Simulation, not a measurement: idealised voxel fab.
Process module name: voxel spacer lines
Displayed cross-section: cut, width of 200 nm, square cells sized 5 nm.
A cross-section in this document is a grid of square cells, and it is written down as bands, the top band listed before the ones below it; a band is made up of one or more rows of cells.
Each band's line starts with the height of the band's top and of its bottom, in nm. Then come its materials from left to right, each with its width in nm. One material with "everywhere" fills the band from edge to edge. "air" is empty space.
Height reference: 0 = level under which incoming wafer is all one material. Lowest band: no bottom, runs on downward, e.g. "0 -> down".
Width spec "30 to 40" -> top row of cells at first value, bottom row at second value, equal per-row change in between.
"remained unchanged" for a step: no cell of the cross-section changed in that step.
In "Fully sealed voids" the enclosed voids are listed, meaning empty spaces of 8 cells or larger without any opening to the top. The form is width x height at distance, distance from the left edge, units nm.
Whatever follows a step's settings on its line is a remark the simulator itself makes about that step.
"overlay nm" answers the question of how far to the right of plan the mask lay on a step that has a mask, and when it is negative the answer is to the left.
PLANNED STEP LIST FOR THE PROCESS
1) RECEIVE,material Si
2) CONFORMAL_DEP,material Al2O3,thk nm 10
3) DIRECTIONAL_DEP,material TiN,thk nm 15
4) DIRECTIONAL_DEP,material aC,thk nm 20
5) PATTERN,tone cover,mask id MANDREL,material resist,width nm 25,pitch nm 70,thk nm 25,overlay nm 0
6) DIRECTIONAL_ETCH,etch materials aC,depth nm 20
7) STRIP,etch materials resist
8) CONFORMAL_DEP,material SiO2,thk nm 10
9) DIRECTIONAL_ETCH,etch materials SiO2,depth nm 10
10) STRIP,etch materials aC
11) DIRECTIONAL_ETCH,etch materials TiN,depth nm 15
12) STRIP,etch materials SiO2
RECEIVED-STATE CROSS-SECTION, REFLECTING COMPLETION OF STEP 1
* 0 -> down = Si everywhere
* Fully sealed voids: none
RUN AS PLANNED - FIRST OF THE TWO WAFERS CROSS-SECTIONED AT THE END OF THE MODULE
* 25 -> 10 = air: 5  TiN: 10  air: 25  TiN: 10  air: 25  TiN: 10  air: 25  TiN: 10  air: 25  TiN: 10  air: 25  TiN: 10  air: 10
* 10 -> 0 = Al2O3 everywhere
* 0 -> down = Si everywhere
* Fully sealed voids: none
NOW THE SECOND WAFER, CROSS-SECTIONED AT THE END OF THE MODULE. NOTHING DIFFERENT AT THE START, NOTHING DIFFERENT IN THE PLAN COMPARED WITH THE FIRST, JUST ONE MISTAKE WHEN IT WAS ACTUALLY RUN
* 40 -> 25 = air: 5  TiN: 10  air: 25  TiN: 10  air: 25  TiN: 10  air: 25  TiN: 10  air: 25  TiN: 10  air: 25  TiN: 10  air: 10
* 25 -> 10 = TiN everywhere
* 10 -> 0 = Al2O3 everywhere
* 0 -> down = Si everywhere
* Fully sealed voids: none
Against the plan, the run slipped here: the plan's step 3 ran twice
Materials where the second wafer ends with more or fewer cells than the first: +120 TiN
